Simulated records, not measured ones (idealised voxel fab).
The process module presented herein is designated voxel released beams.
The figure presents cross-section cut, which has a width of 230 nm and is divided into square cells with an edge length of 5 nm.
Just so we're on the same page, the cross-sections are grids of square cells, and they're listed out in bands top to bottom, each band one or more rows deep.
Per band: top height and bottom height in nm, followed by the left-to-right materials and their widths in nm; "everywhere" marks a single material spanning edge to edge, "air" marks empty space.
Below 0: as-received wafer, all one material; heights counted from there. Lowest band: no bottom, goes on down, written "from 0 down".
You'd read "30->40" like this: the band's top row of cells is as wide as the first number, its bottom row is as wide as the second, and going down, every row changes width by the same amount as the row before did.
What does "all unchanged" mean for a step? It means no cell of the cross-section changed in that step.
Look at "Completely sealed voids" for the closed voids: empty spaces with no open path to the top, sized 8 cells or up. Each is width x height at distance, distance from the left edge, all nm.
Heads up: the bit after the settings on a step's line is the simulator's remark on that step.
Steps that use a mask can have "overlay nm" on their line. It says how far the mask sat to the right of where it was meant to be. Negative means to the left.

Process steps - plan:
- 1: op RECEIVE | material Si
- 2: op CONFORMAL_DEP | material Al2O3 | thk nm 10
- 3: op DIRECTIONAL_DEP | material SiO2 | thk nm 15
- 4: op PATTERN | tone open | mask id ANCHOR | material resist | width nm 35 | thk nm 15 | overlay nm 0
- 5: op DIRECTIONAL_ETCH | etch materials SiO2 | depth nm 15
- 6: op STRIP | etch materials resist
- 7: op CONFORMAL_DEP | material polySi | thk nm 10
- 8: op DIRECTIONAL_DEP | material aC | thk nm 10
- 9: op PATTERN | tone cover | mask id BEAM | material resist | width nm 95 | thk nm 25 | overlay nm 0
- 10: op DIRECTIONAL_ETCH | etch materials aC | depth nm 10
- 11: op STRIP | etch materials resist
- 12: op DIRECTIONAL_ETCH | etch materials polySi | depth nm 10
- 13: op STRIP | etch materials aC
- 14: op STRIP | etch materials SiO2

What follows covers the first of two wafers; it ran as planned:

This is the cross-section of the wafer as we received it, i.e. after step 1:
- from 0 down: Si everywhere
- Completely sealed voids: none

Upon completion of step 2, the wafer appears in cross-section as shown:
- from 10 to 0: Al2O3 everywhere
- Under the height 0 nothing was changed.

Upon completion of step 3, the wafer appears in cross-section as shown:
- from 25 to 10: SiO2 everywhere
- Under the height 10 nothing was changed.

Upon completion of step 4, the wafer appears in cross-section as shown:
- from 40 to 25: resist 70 nm; air 35 nm; resist 125 nm
- Under the height 25 nothing was changed.

Upon completion of step 5, the wafer appears in cross-section as shown:
- from 40 to 25: resist 70 nm; air 35 nm; resist 125 nm
- from 25 to 10: SiO2 70 nm; air 35 nm; SiO2 125 nm
- Under the height 10 nothing was changed.

Upon completion of step 6, the wafer appears in cross-section as shown:
- from 25 to 10: SiO2 70 nm; air 35 nm; SiO2 125 nm
- Under the height 10 nothing was changed.

Upon completion of step 7, the wafer appears in cross-section as shown:
- from 35 to 25: polySi 80 nm; air 15 nm; polySi 135 nm
- from 25 to 20: SiO2 70 nm; polySi 10 nm; air 15 nm; polySi 10 nm; SiO2 125 nm
- from 20 to 10: SiO2 70 nm; polySi 35 nm; SiO2 125 nm
- Under the height 10 nothing was changed.

Upon completion of step 8, the wafer appears in cross-section as shown:
- from 45 to 35: aC 80 nm; air 15 nm; aC 135 nm
- from 35 to 30: polySi 80 nm; air 15 nm; polySi 135 nm
- from 30 to 25: polySi 80 nm; aC 15 nm; polySi 135 nm
- from 25 to 20: SiO2 70 nm; polySi 10 nm; aC 15 nm; polySi 10 nm; SiO2 125 nm
- Under the height 20 nothing was changed.

Upon completion of step 9, the wafer appears in cross-section as shown:
- from 70 to 45: air 65 nm; resist 95 nm; air 70 nm
- from 45 to 35: aC 80 nm; resist 15 nm; aC 135 nm
- from 35 to 30: polySi 80 nm; resist 15 nm; polySi 135 nm
- Under the height 30 nothing was changed.

Upon completion of step 10, the wafer appears in cross-section as shown:
- from 60 to 45: air 65 nm; resist 95 nm; air 70 nm
- from 45 to 35: air 65 nm; aC 15 nm; resist 15 nm; aC 65 nm; air 70 nm
- Under the height 35 nothing was changed.

Upon completion of step 11, the wafer appears in cross-section as shown:
- from 45 to 35: air 65 nm; aC 15 nm; air 15 nm; aC 65 nm; air 70 nm
- from 35 to 30: polySi 80 nm; air 15 nm; polySi 135 nm
- Under the height 30 nothing was changed.

Upon completion of step 12, the wafer appears in cross-section as shown:
- from 45 to 35: air 65 nm; aC 15 nm; air 15 nm; aC 65 nm; air 70 nm
- from 35 to 30: air 65 nm; polySi 15 nm; air 15 nm; polySi 65 nm; air 70 nm
- from 30 to 25: air 65 nm; polySi 15 nm; aC 15 nm; polySi 65 nm; air 70 nm
- Under the height 25 nothing was changed.

Upon completion of step 13, the wafer appears in cross-section as shown:
- from 35 to 25: air 65 nm; polySi 15 nm; air 15 nm; polySi 65 nm; air 70 nm
- from 25 to 20: SiO2 70 nm; polySi 10 nm; air 15 nm; polySi 10 nm; SiO2 125 nm
- Under the height 20 nothing was changed.

Upon completion of step 14, the wafer appears in cross-section as shown:
- from 35 to 25: air 65 nm; polySi 15 nm; air 15 nm; polySi 65 nm; air 70 nm
- from 25 to 20: air 70 nm; polySi 10 nm; air 15 nm; polySi 10 nm; air 125 nm
- from 20 to 10: air 70 nm; polySi 35 nm; air 125 nm
- Under the height 10 nothing was changed.

Second wafer. Start and plan as for the first. One mistake made in running. Agrees with the first up to and including step 6:

Second wafer at the planned finish of step 7, seen in cross-section:
- from 30 to 25: polySi 75 nm; air 25 nm; polySi 130 nm
- from 25 to 15: SiO2 70 nm; polySi 5 nm; air 25 nm; polySi 5 nm; SiO2 125 nm
- from 15 to 10: SiO2 70 nm; polySi 35 nm; SiO2 125 nm
- Under the height 10 nothing was changed.

Second wafer at the planned finish of step 8, seen in cross-section:
- from 40 to 30: aC 75 nm; air 25 nm; aC 130 nm
- from 30 to 25: polySi 75 nm; air 25 nm; polySi 130 nm
- from 25 to 15: SiO2 70 nm; polySi 5 nm; aC 25 nm; polySi 5 nm; SiO2 125 nm
- Under the height 15 nothing was changed.

Second wafer at the planned finish of step 9, seen in cross-section:
- from 65 to 40: air 65 nm; resist 95 nm; air 70 nm
- from 40 to 30: aC 75 nm; resist 25 nm; aC 130 nm
- from 30 to 25: polySi 75 nm; resist 25 nm; polySi 130 nm
- Under the height 25 nothing was changed.

Second wafer at the planned finish of step 10, seen in cross-section:
- from 55 to 40: air 65 nm; resist 95 nm; air 70 nm
- from 40 to 30: air 65 nm; aC 10 nm; resist 25 nm; aC 60 nm; air 70 nm
- Under the height 30 nothing was changed.

Second wafer at the planned finish of step 11, seen in cross-section:
- from 40 to 30: air 65 nm; aC 10 nm; air 25 nm; aC 60 nm; air 70 nm
- from 30 to 25: polySi 75 nm; air 25 nm; polySi 130 nm
- Under the height 25 nothing was changed.

Second wafer at the planned finish of step 12, seen in cross-section:
- from 40 to 30: air 65 nm; aC 10 nm; air 25 nm; aC 60 nm; air 70 nm
- from 30 to 25: air 65 nm; polySi 10 nm; air 25 nm; polySi 60 nm; air 70 nm
- Under the height 25 nothing was changed.

Second wafer at the planned finish of step 13, seen in cross-section:
- from 30 to 25: air 65 nm; polySi 10 nm; air 25 nm; polySi 60 nm; air 70 nm
- from 25 to 15: SiO2 70 nm; polySi 5 nm; air 25 nm; polySi 5 nm; SiO2 125 nm
- Under the height 15 nothing was changed.

Second wafer at the planned finish of step 14, seen in cross-section:
- from 30 to 25: air 65 nm; polySi 10 nm; air 25 nm; polySi 60 nm; air 70 nm
- from 25 to 15: air 70 nm; polySi 5 nm; air 25 nm; polySi 5 nm; air 125 nm
- from 15 to 10: air 70 nm; polySi 35 nm; air 125 nm
- Under the height 10 nothing was changed.
Misprocessing identified: step 7: run off-plan, actual operation and settings op CONFORMAL_DEP | material polySi | thk nm 5
The closing comparison, in cells, has the second wafer with more or fewer of some materials than the first: 25 fewer of polySi
